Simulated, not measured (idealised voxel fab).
process module | voxel self aligned contacts
cross-section cut | 260 nm wide | cells 5 nm
A cross-section is a grid of square cells, given in bands from the top down. A band is one or more rows of cells.
Each band's line starts with the height of the band's top and of its bottom, in nm. Then come its materials from left to right, each with its width in nm. One material with "throughout" fills the band from edge to edge. "air" is empty space.
Height 0 is the level under which the wafer as received is all one material. The lowest band goes on downwards, as in "0 down".
A width such as "30 to 40" changes by the same amount from each row of cells to the next, from the band's top row to its bottom row.
"no change" after a step means that no cell of the cross-section changed.
closed voids: empty space of 8 cells or more with no open way to the top, each as width x height at its distance from the left edge, in nm
after a step's settings: what the simulator itself notes on the step
overlay nm, on a step with a mask: how far to the right of its planned place the mask lay; to the left if negative
Each pair below shows a cross-section before one step and the cross-section after it, down to the lowest band that changed. The line under each pair gives the step between them, with its settings. The pairs can come from different runs of this module on the same starting wafer, so a pair continues from the pair above only where its "before" says so.
before
  45 to 40: SiO2 110 | TiN 35 | SiO2 115
  40 to 20: SiO2 80 | SiN 45 | TiN 5 | SiN 45 | SiO2 85
  20 to 0: SiO2 80 | SiN 5 | polySi 35 | SiN 5 | TiN 5 | SiN 5 | polySi 35 | SiN 5 | SiO2 85
  0 to -5: SiO2 125 | TiN 5 | SiO2 130
  -5 down: Si throughout
  closed voids: none
after
  50 to 45: SiN throughout
  below 45: unchanged
  closed voids: none
the step between: op CONFORMAL_DEP | material SiN | thk nm 5
before
  55 to 40: aC throughout
  40 to 20: SiN throughout
  20 to 0: polySi throughout
  0 to -5: SiO2 throughout
  -5 down: Si throughout
  closed voids: none
after
  85 to 55: air 80 | resist 25 | air 25 | resist 25 | air 105
  below 55: unchanged
  closed voids: none
the step between: op PATTERN | tone cover | mask id GATE | material resist | width nm 25 | pitch nm 50 | thk nm 30 | overlay nm -10
before: the cross-section after the pair above
after
  70 to 55: air 80 | resist 25 | air 25 | resist 25 | air 105
  55 to 40: air 80 | aC 25 | air 25 | aC 25 | air 105
  below 40: unchanged
  closed voids: none
the step between: op DIRECTIONAL_ETCH | etch materials aC | depth nm 15
before: the cross-section after the pair above
after
  55 to 40: air 80 | aC 25 | air 25 | aC 25 | air 105
  below 40: unchanged
  closed voids: none
the step between: op STRIP | etch materials resist
before: the cross-section after the pair above
after
  55 to 40: air 80 | aC 25 | air 25 | aC 25 | air 105
  40 to 20: air 80 | SiN 25 | air 25 | SiN 25 | air 105
  below 20: unchanged
  closed voids: none
the step between: op DIRECTIONAL_ETCH | etch materials SiN | depth nm 20
before: the cross-section after the pair above
after
  55 to 40: air 80 | aC 25 | air 25 | aC 25 | air 105
  40 to 20: air 80 | SiN 25 | air 25 | SiN 25 | air 105
  20 to 0: air 80 | polySi 25 | air 25 | polySi 25 | air 105
  below 0: unchanged
  closed voids: none
the step between: op DIRECTIONAL_ETCH | etch materials polySi | depth nm 20
before: the cross-section after the pair above
after
  40 to 20: air 80 | SiN 25 | air 25 | SiN 25 | air 105
  below 20: unchanged
  closed voids: none
the step between: op STRIP | etch materials aC
before: the cross-section after the pair above
after
  45 to 20: air 75 | SiN 35 | air 15 | SiN 35 | air 100
  20 to 5: air 75 | SiN 5 | polySi 25 | SiN 5 | air 15 | SiN 5 | polySi 25 | SiN 5 | air 100
  5 to 0: SiN 80 | polySi 25 | SiN 25 | polySi 25 | SiN 105
  below 0: unchanged
  closed voids: none
the step between: op CONFORMAL_DEP | material SiN | thk nm 5
before: the cross-section after the pair above
after
  40 to 20: air 75 | SiN 35 | air 15 | SiN 35 | air 100
  20 to 0: air 75 | SiN 5 | polySi 25 | SiN 5 | air 15 | SiN 5 | polySi 25 | SiN 5 | air 100
  below 0: unchanged
  closed voids: none
the step between: op DIRECTIONAL_ETCH | etch materials SiN | depth nm 5
before: the cross-section after the pair above
after
  55 to 40: SiO2 throughout
  40 to 20: SiO2 75 | SiN 35 | SiO2 15 | SiN 35 | SiO2 100
  20 to 0: SiO2 75 | SiN 5 | polySi 25 | SiN 5 | SiO2 15 | SiN 5 | polySi 25 | SiN 5 | SiO2 100
  below 0: unchanged
  closed voids: none
the step between: op FILL_DEP | material SiO2 | thk nm 15
before: the cross-section after the pair above
after
  45 to 40: SiO2 throughout
  below 40: unchanged
  closed voids: none
the step between: op CMP | height nm 45
before: the cross-section after the pair above
after
  60 to 45: aC throughout
  below 45: unchanged
  closed voids: none
the step between: op DIRECTIONAL_DEP | material aC | thk nm 15
before: the cross-section after the pair above
after
  90 to 60: resist 110 | air 35 | resist 115
  below 60: unchanged
  closed voids: none
the step between: op PATTERN | tone open | mask id CONTACT | material resist | width nm 35 | thk nm 30 | overlay nm 0
before: the cross-section after the pair above
after
  75 to 60: resist 110 | air 35 | resist 115
  60 to 45: aC 110 | air 35 | aC 115
  below 45: unchanged
  closed voids: none
the step between: op DIRECTIONAL_ETCH | etch materials aC | depth nm 15
before: the cross-section after the pair above
after
  60 to 45: aC 110 | air 35 | aC 115
  below 45: unchanged
  closed voids: none
the step between: op STRIP | etch materials resist
before: the cross-section after the pair above
after
  60 to 45: aC 110 | air 35 | aC 115
  45 to 40: SiO2 110 | air 35 | SiO2 115
  40 to 20: SiO2 75 | SiN 35 | air 15 | SiN 35 | SiO2 100
  20 to 0: SiO2 75 | SiN 5 | polySi 25 | SiN 5 | air 15 | SiN 5 | polySi 25 | SiN 5 | SiO2 100
  0 to -5: SiO2 110 | air 15 | SiO2 135
  below -5: unchanged
  closed voids: none
the step between: op DIRECTIONAL_ETCH | etch materials SiO2 | depth nm 50
before: the cross-section after the pair above
after
  45 to 40: SiO2 110 | air 35 | SiO2 115
  below 40: unchanged
  closed voids: none
the step between: op STRIP | etch materials aC
before: the cross-section after the pair above
after
  50 to 45: TiN 115 | air 25 | TiN 120
  45 to 40: SiO2 110 | TiN 5 | air 5 | TiN 25 | SiO2 115
  40 to 20: SiO2 75 | SiN 35 | TiN 5 | air 5 | TiN 5 | SiN 35 | SiO2 100
  20 to 0: SiO2 75 | SiN 5 | polySi 25 | SiN 5 | TiN 5 | air 5 | TiN 5 | SiN 5 | polySi 25 | SiN 5 | SiO2 100
  0 to -5: SiO2 110 | TiN 15 | SiO2 135
  below -5: unchanged
  closed voids: none
the step between: op CONFORMAL_DEP | material TiN | thk nm 5
before: the cross-section after the pair above
after
  55 to 50: W throughout
  50 to 45: TiN 115 | W 25 | TiN 120
  45 to 40: SiO2 110 | TiN 5 | W 5 | TiN 25 | SiO2 115
  40 to 20: SiO2 75 | SiN 35 | TiN 5 | W 5 | TiN 5 | SiN 35 | SiO2 100
  20 to 0: SiO2 75 | SiN 5 | polySi 25 | SiN 5 | TiN 5 | W 5 | TiN 5 | SiN 5 | polySi 25 | SiN 5 | SiO2 100
  below 0: unchanged
  closed voids: none
the step between: op FILL_DEP | material W | thk nm 5
before: the cross-section after the pair above
after
  45 to 40: SiO2 110 | TiN 5 | W 5 | TiN 25 | SiO2 115
  below 40: unchanged
  closed voids: none
the step between: op CMP | height nm 45
before: the cross-section after the pair above
after
  50 to 45: SiN throughout
  below 45: unchanged
  closed voids: none
the step between: op CONFORMAL_DEP | material SiN | thk nm 5
before
  40 to 20: SiN throughout
  20 to 0: polySi throughout
  0 to -5: SiO2 throughout
  -5 down: Si throughout
  closed voids: none
after
  55 to 20: SiN throughout
  below 20: unchanged
  closed voids: none
the step between: op DIRECTIONAL_DEP | material SiN | thk nm 15
before: the cross-section after the pair above
after
  85 to 55: air 90 | resist 25 | air 25 | resist 25 | air 95
  below 55: unchanged
  closed voids: none
the step between: op PATTERN | tone cover | mask id GATE | material resist | width nm 25 | pitch nm 50 | thk nm 30 | overlay nm 0
before: the cross-section after the pair above
after
  70 to 55: air 90 | resist 25 | air 25 | resist 25 | air 95
  below 55: unchanged
  closed voids: none
the step between: op DIRECTIONAL_ETCH | etch materials aC | depth nm 15
before: the cross-section after the pair above
after
  55 to 20: SiN throughout
  below 20: unchanged
  closed voids: none
the step between: op STRIP | etch materials resist
before: the cross-section after the pair above
after
  35 to 20: SiN throughout
  below 20: unchanged
  closed voids: none
the step between: op DIRECTIONAL_ETCH | etch materials SiN | depth nm 20
before: the cross-section after the pair above
after
  40 to 20: SiN throughout
  below 20: unchanged
  closed voids: none
the step between: op CONFORMAL_DEP | material SiN | thk nm 5
before: the cross-section after the pair above
after
  35 to 20: SiN throughout
  below 20: unchanged
  closed voids: none
the step between: op DIRECTIONAL_ETCH | etch materials SiN | depth nm 5
before: the cross-section after the pair above
after
  50 to 35: SiO2 throughout
  below 35: unchanged
  closed voids: none
the step between: op FILL_DEP | material SiO2 | thk nm 15
before: the cross-section after the pair above
after
  45 to 35: SiO2 throughout
  below 35: unchanged
  closed voids: none
the step between: op CMP | height nm 45
before: the cross-section after the pair above
after
  60 to 45: aC throughout
  below 45: unchanged
  closed voids: none
the step between: op DIRECTIONAL_DEP | material aC | thk nm 15
before: the cross-section after the pair above
after
  90 to 60: resist 110 | air 35 | resist 115
  below 60: unchanged
  closed voids: none
the step between: op PATTERN | tone open | mask id CONTACT | material resist | width nm 35 | thk nm 30 | overlay nm 0
before: the cross-section after the pair above
after
  75 to 60: resist 110 | air 35 | resist 115
  60 to 45: aC 110 | air 35 | aC 115
  below 45: unchanged
  closed voids: none
the step between: op DIRECTIONAL_ETCH | etch materials aC | depth nm 15
before: the cross-section after the pair above
after
  60 to 45: aC 110 | air 35 | aC 115
  below 45: unchanged
  closed voids: none
the step between: op STRIP | etch materials resist
before: the cross-section after the pair above
after
  60 to 45: aC 110 | air 35 | aC 115
  45 to 35: SiO2 110 | air 35 | SiO2 115
  below 35: unchanged
  closed voids: none
the step between: op DIRECTIONAL_ETCH | etch materials SiO2 | depth nm 50
before: the cross-section after the pair above
after
  45 to 35: SiO2 110 | air 35 | SiO2 115
  below 35: unchanged
  closed voids: none
the step between: op STRIP | etch materials aC
before: the cross-section after the pair above
after
  50 to 45: TiN 115 | air 25 | TiN 120
  45 to 40: SiO2 110 | TiN 5 | air 25 | TiN 5 | SiO2 115
  40 to 35: SiO2 110 | TiN 35 | SiO2 115
  below 35: unchanged
  closed voids: none
the step between: op CONFORMAL_DEP | material TiN | thk nm 5
before: the cross-section after the pair above
after
  55 to 50: W throughout
  50 to 45: TiN 115 | W 25 | TiN 120
  45 to 40: SiO2 110 | TiN 5 | W 25 | TiN 5 | SiO2 115
  below 40: unchanged
  closed voids: none
the step between: op FILL_DEP | material W | thk nm 5
before: the cross-section after the pair above
after
  45 to 40: SiO2 110 | TiN 5 | W 25 | TiN 5 | SiO2 115
  below 40: unchanged
  closed voids: none
the step between: op CMP | height nm 45
before: the cross-section after the pair above
after
  50 to 45: SiN throughout
  below 45: unchanged
  closed voids: none
the step between: op CONFORMAL_DEP | material SiN | thk nm 5
before
  55 to 40: aC throughout
  40 to 20: SiN throughout
  20 to 0: polySi throughout
  0 to -5: SiO2 throughout
  -5 down: Si throughout
  closed voids: none
after
  85 to 55: resist 90 | air 25 | resist 25 | air 25 | resist 95
  below 55: unchanged
  closed voids: none
the step between: op PATTERN | tone open | mask id GATE | material resist | width nm 25 | pitch nm 50 | thk nm 30 | overlay nm 0
before: the cross-section after the pair above
after
  70 to 55: resist 90 | air 25 | resist 25 | air 25 | resist 95
  55 to 40: aC 90 | air 25 | aC 25 | air 25 | aC 95
  below 40: unchanged
  closed voids: none
the step between: op DIRECTIONAL_ETCH | etch materials aC | depth nm 15
before: the cross-section after the pair above
after
  55 to 40: aC 90 | air 25 | aC 25 | air 25 | aC 95
  below 40: unchanged
  closed voids: none
the step between: op STRIP | etch materials resist
before: the cross-section after the pair above
after
  55 to 40: aC 90 | air 25 | aC 25 | air 25 | aC 95
  40 to 20: SiN 90 | air 25 | SiN 25 | air 25 | SiN 95
  below 20: unchanged
  closed voids: none
the step between: op DIRECTIONAL_ETCH | etch materials SiN | depth nm 20
before: the cross-section after the pair above
after
  55 to 40: aC 90 | air 25 | aC 25 | air 25 | aC 95
  40 to 20: SiN 90 | air 25 | SiN 25 | air 25 | SiN 95
  20 to 0: polySi 90 | air 25 | polySi 25 | air 25 | polySi 95
  below 0: unchanged
  closed voids: none
the step between: op DIRECTIONAL_ETCH | etch materials polySi | depth nm 20
before: the cross-section after the pair above
after
  40 to 20: SiN 90 | air 25 | SiN 25 | air 25 | SiN 95
  below 20: unchanged
  closed voids: none
the step between: op STRIP | etch materials aC
before: the cross-section after the pair above
after
  45 to 20: SiN 95 | air 15 | SiN 35 | air 15 | SiN 100
  20 to 5: polySi 90 | SiN 5 | air 15 | SiN 5 | polySi 25 | SiN 5 | air 15 | SiN 5 | polySi 95
  5 to 0: polySi 90 | SiN 25 | polySi 25 | SiN 25 | polySi 95
  below 0: unchanged
  closed voids: none
the step between: op CONFORMAL_DEP | material SiN | thk nm 5
before: the cross-section after the pair above
after
  40 to 20: SiN 95 | air 15 | SiN 35 | air 15 | SiN 100
  20 to 0: polySi 90 | SiN 5 | air 15 | SiN 5 | polySi 25 | SiN 5 | air 15 | SiN 5 | polySi 95
  below 0: unchanged
  closed voids: none
the step between: op DIRECTIONAL_ETCH | etch materials SiN | depth nm 5
before: the cross-section after the pair above
after
  55 to 40: SiO2 throughout
  40 to 20: SiN 95 | SiO2 15 | SiN 35 | SiO2 15 | SiN 100
  20 to 0: polySi 90 | SiN 5 | SiO2 15 | SiN 5 | polySi 25 | SiN 5 | SiO2 15 | SiN 5 | polySi 95
  below 0: unchanged
  closed voids: none
the step between: op FILL_DEP | material SiO2 | thk nm 15
before: the cross-section after the pair above
after
  45 to 40: SiO2 throughout
  below 40: unchanged
  closed voids: none
the step between: op CMP | height nm 45
before: the cross-section after the pair above
after
  60 to 45: aC throughout
  below 45: unchanged
  closed voids: none
the step between: op DIRECTIONAL_DEP | material aC | thk nm 15
before: the cross-section after the pair above
after
  90 to 60: resist 110 | air 35 | resist 115
  below 60: unchanged
  closed voids: none
the step between: op PATTERN | tone open | mask id CONTACT | material resist | width nm 35 | thk nm 30 | overlay nm 0
before: the cross-section after the pair above
after
  75 to 60: resist 110 | air 35 | resist 115
  60 to 45: aC 110 | air 35 | aC 115
  below 45: unchanged
  closed voids: none
the step between: op DIRECTIONAL_ETCH | etch materials aC | depth nm 15
before: the cross-section after the pair above
after
  60 to 45: aC 110 | air 35 | aC 115
  below 45: unchanged
  closed voids: none
the step between: op STRIP | etch materials resist
before: the cross-section after the pair above
after
  60 to 45: aC 110 | air 35 | aC 115
  45 to 40: SiO2 110 | air 35 | SiO2 115
  below 40: unchanged
  closed voids: none
the step between: op DIRECTIONAL_ETCH | etch materials SiO2 | depth nm 50
before: the cross-section after the pair above
after
  45 to 40: SiO2 110 | air 35 | SiO2 115
  below 40: unchanged
  closed voids: none
the step between: op STRIP | etch materials aC
before: the cross-section after the pair above
after
  50 to 45: TiN 115 | air 25 | TiN 120
  45 to 40: SiO2 110 | TiN 35 | SiO2 115
  below 40: unchanged
  closed voids: none
the step between: op CONFORMAL_DEP | material TiN | thk nm 5
before: the cross-section after the pair above
after
  55 to 50: W throughout
  50 to 45: TiN 115 | W 25 | TiN 120
  below 45: unchanged
  closed voids: none
the step between: op FILL_DEP | material W | thk nm 5
before: the cross-section after the pair above
after
  45 to 40: SiO2 110 | TiN 35 | SiO2 115
  below 40: unchanged
  closed voids: none
the step between: op CMP | height nm 45
before: the cross-section after the pair above
after
  50 to 45: SiN throughout
  below 45: unchanged
  closed voids: none
the step between: op CONFORMAL_DEP | material SiN | thk nm 5
